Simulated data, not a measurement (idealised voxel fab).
A process module follows: voxel wiring stack.
Square cells of 5 nm make up the cross-section cut, whose width is 265 nm.
Cross-section spec: square-cell grid; bands listed top down; each band is one or more rows. Band entry format. Leading values: height of top, height of bottom, nm. Remainder: materials in left-to-right order, each with its width in nm. Special words: "throughout" on a single material, which then fills the band edge to edge; "blank", empty space. It should be noted that heights are counted from 0, beneath which the wafer as supplied is of one material throughout, and that the lowest band possesses no lower boundary but continues downward, as written in "0 down". Think of "30 to 40" as a width that walks from the first number to the second as you go down the band, top row to bottom row, taking equal-sized steps from row to row. "nothing was modified" -> step changed no cross-section cell. "Completely enclosed voids" lists enclosed empty spaces (at least 8 cells, no open path upward to the top), each as width x height at distance from the left edge, in nm. Past the settings on a step's line: simulator remark, on that step. "overlay nm" answers the question of how far to the right of plan the mask lay on a step that has a mask, and when it is negative the answer is to the left.

The planned process steps are enumerated hereunder
| 1 | RECEIVE: material Si |
| 2 | CONFORMAL_DEP: material SiO2, thk nm 10 |
| 3 | CONFORMAL_DEP: material SiN, thk nm 5 |
| 4 | DIRECTIONAL_DEP: material SiO2, thk nm 15 |
| 5 | DIRECTIONAL_DEP: material aC, thk nm 10 |
| 6 | PATTERN: tone open, mask id METAL_1, material resist, width nm 20, pitch nm 45, thk nm 25, overlay nm 0 |
| 7 | DIRECTIONAL_ETCH: etch materials aC, depth nm 10 |
| 8 | STRIP: etch materials resist |
| 9 | DIRECTIONAL_ETCH: etch materials SiO2, depth nm 15 |
| 10 | DIRECTIONAL_ETCH: etch materials SiN, depth nm 5 |
| 11 | STRIP: etch materials aC |
| 12 | CONFORMAL_DEP: material TiN, thk nm 5 |
| 13 | FILL_DEP: material W, thk nm 10 |
| 14 | CMP: height nm 30 |
| 15 | CONFORMAL_DEP: material SiCN, thk nm 5 |
| 16 | DIRECTIONAL_DEP: material SiO2, thk nm 35 |
| 17 | DIRECTIONAL_DEP: material aC, thk nm 10 |
| 18 | PATTERN: tone open, mask id METAL_2_HOLES, material resist, width nm 15, pitch nm 90, thk nm 30, overlay nm 0 |
| 19 | DIRECTIONAL_ETCH: etch materials aC, depth nm 10 |
| 20 | STRIP: etch materials resist |
| 21 | DIRECTIONAL_ETCH: etch materials SiO2, depth nm 35 |
| 22 | STRIP: etch materials aC |
| 23 | MASKED_ETCH: tone open, mask id METAL_2, width nm 20, pitch nm 45, etch materials SiO2, depth nm 20, overlay nm 0 |
| 24 | MASKED_ETCH: tone open, mask id METAL_2, width nm 20, pitch nm 45, etch materials SiCN, depth nm 5, overlay nm 0 |
| 25 | CONFORMAL_DEP: material TiN, thk nm 5 |
| 26 | FILL_DEP: material Cu, thk nm 10 |
| 27 | CMP: height nm 70 |
| 28 | CONFORMAL_DEP: material SiCN, thk nm 5 |
| 29 | DIRECTIONAL_DEP: material lowk, thk nm 25 |
| 30 | PATTERN: tone open, mask id METAL_3, material resist, width nm 20, pitch nm 45, thk nm 20, overlay nm 0 |
| 31 | DIRECTIONAL_ETCH: etch materials lowk, depth nm 15 |
| 32 | STRIP: etch materials resist |
| 33 | MASKED_ETCH: tone open, mask id METAL_3_HOLES, width nm 15, pitch nm 45, etch materials lowk, depth nm 10, overlay nm 0 |
| 34 | MASKED_ETCH: tone open, mask id METAL_3_HOLES, width nm 15, pitch nm 45, etch materials SiCN, depth nm 5, overlay nm 0 |
| 35 | CONFORMAL_DEP: material TiN, thk nm 5 |
| 36 | FILL_DEP: material Cu, thk nm 10 |
| 37 | CMP: height nm 100 |
| 38 | CONFORMAL_DEP: material SiCN, thk nm 5 |
| 39 | DIRECTIONAL_DEP: material lowk, thk nm 25 |
| 40 | MASKED_ETCH: tone open, mask id METAL_4_HOLES, width nm 15, pitch nm 45, etch materials lowk, depth nm 25, overlay nm 0 |
| 41 | MASKED_ETCH: tone open, mask id METAL_4, width nm 20, pitch nm 45, etch materials lowk, depth nm 15, overlay nm 0 |
| 42 | MASKED_ETCH: tone open, mask id METAL_4, width nm 20, pitch nm 45, etch materials SiCN, depth nm 5, overlay nm 0 |
| 43 | CONFORMAL_DEP: material TiN, thk nm 5 |
| 44 | FILL_DEP: material Ru, thk nm 10 |
| 45 | CMP: height nm 130 |
| 46 | CONFORMAL_DEP: material SiCN, thk nm 5 |

Cross-section of the wafer at receipt, which is the condition after step 1
- 0 down: Si throughout
- Completely enclosed voids: none

End-of-module cross-section of the first of two wafers, processed as planned
- 135 to 130: SiCN throughout
- 130 to 120: lowk: 55 | TiN: 5 | Ru: 10 | TiN: 5 | lowk: 25 | TiN: 5 | Ru: 10 | TiN: 5 | lowk: 25 | TiN: 5 | Ru: 10 | TiN: 5 | lowk: 25 | TiN: 5 | Ru: 10 | TiN: 5 | lowk: 55
- 120 to 115: lowk: 55 | TiN: 5 | Ru: 5 | TiN: 10 | lowk: 25 | TiN: 5 | Ru: 5 | TiN: 10 | lowk: 25 | TiN: 5 | Ru: 5 | TiN: 10 | lowk: 25 | TiN: 5 | Ru: 5 | TiN: 10 | lowk: 55
- 115 to 105: lowk: 55 | TiN: 5 | Ru: 5 | TiN: 5 | lowk: 30 | TiN: 5 | Ru: 5 | TiN: 5 | lowk: 30 | TiN: 5 | Ru: 5 | TiN: 5 | lowk: 30 | TiN: 5 | Ru: 5 | TiN: 5 | lowk: 60
- 105 to 100: SiCN: 55 | TiN: 15 | SiCN: 30 | TiN: 15 | SiCN: 30 | TiN: 15 | SiCN: 30 | TiN: 15 | SiCN: 60
- 100 to 90: lowk: 55 | TiN: 5 | Cu: 10 | TiN: 5 | lowk: 25 | TiN: 5 | Cu: 10 | TiN: 5 | lowk: 25 | TiN: 5 | Cu: 10 | TiN: 5 | lowk: 25 | TiN: 5 | Cu: 10 | TiN: 5 | lowk: 55
- 90 to 85: lowk: 55 | TiN: 5 | Cu: 5 | TiN: 10 | lowk: 25 | TiN: 5 | Cu: 5 | TiN: 10 | lowk: 25 | TiN: 5 | Cu: 5 | TiN: 10 | lowk: 25 | TiN: 5 | Cu: 5 | TiN: 10 | lowk: 55
- 85 to 75: lowk: 55 | TiN: 5 | Cu: 5 | TiN: 5 | lowk: 30 | TiN: 5 | Cu: 5 | TiN: 5 | lowk: 30 | TiN: 5 | Cu: 5 | TiN: 5 | lowk: 30 | TiN: 5 | Cu: 5 | TiN: 5 | lowk: 60
- 75 to 70: SiCN: 55 | TiN: 15 | SiCN: 30 | TiN: 15 | SiCN: 30 | TiN: 15 | SiCN: 30 | TiN: 15 | SiCN: 60
- 70 to 55: SiO2: 55 | TiN: 5 | Cu: 10 | TiN: 5 | SiO2: 25 | TiN: 5 | Cu: 10 | TiN: 5 | SiO2: 25 | TiN: 5 | Cu: 10 | TiN: 5 | SiO2: 25 | TiN: 5 | Cu: 10 | TiN: 5 | SiO2: 55
- 55 to 50: SiO2: 55 | TiN: 5 | Cu: 5 | TiN: 10 | SiO2: 25 | TiN: 20 | SiO2: 25 | TiN: 5 | Cu: 5 | TiN: 10 | SiO2: 25 | TiN: 20 | SiO2: 55
- 50 to 35: SiO2: 55 | TiN: 5 | Cu: 5 | TiN: 5 | SiO2: 75 | TiN: 5 | Cu: 5 | TiN: 5 | SiO2: 105
- 35 to 30: SiCN: 55 | TiN: 15 | SiCN: 75 | TiN: 15 | SiCN: 105
- 30 to 15: SiO2: 55 | TiN: 5 | W: 10 | TiN: 5 | SiO2: 25 | TiN: 5 | W: 10 | TiN: 5 | SiO2: 25 | TiN: 5 | W: 10 | TiN: 5 | SiO2: 25 | TiN: 5 | W: 10 | TiN: 5 | SiO2: 55
- 15 to 10: SiN: 55 | TiN: 20 | SiN: 25 | TiN: 20 | SiN: 25 | TiN: 20 | SiN: 25 | TiN: 20 | SiN: 55
- 10 to 0: SiO2 throughout
- 0 down: Si throughout
- Completely enclosed voids: none

Wafer two, sectioned after the module: the first wafer's start, the first wafer's plan, and one mistake in how it was run
- 135 to 130: SiCN throughout
- 130 to 120: lowk: 55 | TiN: 5 | Ru: 10 | TiN: 5 | lowk: 25 | TiN: 5 | Ru: 10 | TiN: 5 | lowk: 25 | TiN: 5 | Ru: 10 | TiN: 5 | lowk: 25 | TiN: 5 | Ru: 10 | TiN: 5 | lowk: 55
- 120 to 115: lowk: 55 | TiN: 5 | Ru: 5 | TiN: 10 | lowk: 25 | TiN: 5 | Ru: 5 | TiN: 10 | lowk: 25 | TiN: 5 | Ru: 5 | TiN: 10 | lowk: 25 | TiN: 5 | Ru: 5 | TiN: 10 | lowk: 55
- 115 to 105: lowk: 55 | TiN: 5 | Ru: 5 | TiN: 5 | lowk: 30 | TiN: 5 | Ru: 5 | TiN: 5 | lowk: 30 | TiN: 5 | Ru: 5 | TiN: 5 | lowk: 30 | TiN: 5 | Ru: 5 | TiN: 5 | lowk: 60
- 105 to 100: SiCN: 55 | TiN: 15 | SiCN: 30 | TiN: 15 | SiCN: 30 | TiN: 15 | SiCN: 30 | TiN: 15 | SiCN: 60
- 100 to 90: lowk: 55 | TiN: 5 | Cu: 10 | TiN: 5 | lowk: 25 | TiN: 5 | Cu: 10 | TiN: 5 | lowk: 25 | TiN: 5 | Cu: 10 | TiN: 5 | lowk: 25 | TiN: 5 | Cu: 10 | TiN: 5 | lowk: 55
- 90 to 85: lowk: 55 | TiN: 5 | Cu: 5 | TiN: 10 | lowk: 25 | TiN: 5 | Cu: 5 | TiN: 10 | lowk: 25 | TiN: 5 | Cu: 5 | TiN: 10 | lowk: 25 | TiN: 5 | Cu: 5 | TiN: 10 | lowk: 55
- 85 to 75: lowk: 55 | TiN: 5 | Cu: 5 | TiN: 5 | lowk: 30 | TiN: 5 | Cu: 5 | TiN: 5 | lowk: 30 | TiN: 5 | Cu: 5 | TiN: 5 | lowk: 30 | TiN: 5 | Cu: 5 | TiN: 5 | lowk: 60
- 75 to 70: SiCN: 55 | TiN: 15 | SiCN: 30 | TiN: 15 | SiCN: 30 | TiN: 15 | SiCN: 30 | TiN: 15 | SiCN: 60
- 70 to 50: SiO2: 55 | TiN: 5 | Cu: 10 | TiN: 5 | SiO2: 25 | TiN: 5 | Cu: 10 | TiN: 5 | SiO2: 25 | TiN: 5 | Cu: 10 | TiN: 5 | SiO2: 25 | TiN: 5 | Cu: 10 | TiN: 5 | SiO2: 55
- 50 to 45: SiO2: 55 | TiN: 5 | Cu: 5 | TiN: 10 | SiO2: 25 | TiN: 20 | SiO2: 25 | TiN: 5 | Cu: 5 | TiN: 10 | SiO2: 25 | TiN: 20 | SiO2: 55
- 45 to 35: SiO2: 55 | TiN: 5 | Cu: 5 | TiN: 5 | SiO2: 75 | TiN: 5 | Cu: 5 | TiN: 5 | SiO2: 105
- 35 to 30: SiCN: 55 | TiN: 15 | SiCN: 75 | TiN: 15 | SiCN: 105
- 30 to 15: SiO2: 55 | TiN: 5 | W: 10 | TiN: 5 | SiO2: 25 | TiN: 5 | W: 10 | TiN: 5 | SiO2: 25 | TiN: 5 | W: 10 | TiN: 5 | SiO2: 25 | TiN: 5 | W: 10 | TiN: 5 | SiO2: 55
- 15 to 10: SiN: 55 | TiN: 20 | SiN: 25 | TiN: 20 | SiN: 25 | TiN: 20 | SiN: 25 | TiN: 20 | SiN: 55
- 10 to 0: SiO2 throughout
- 0 down: Si throughout
- Completely enclosed voids: none
Heads up, the wafer didn't run the way we planned it: the process deviated at step 23: the operation and settings actually run there were MASKED_ETCH: tone open, mask id METAL_2, width nm 20, pitch nm 45, etch materials SiO2, depth nm 25, overlay nm 0
In the final state, the cell counts of the second wafer exceed or fall short of those of the first for the following materials: 6 more of Cu; 10 fewer of SiO2; 4 more of TiN
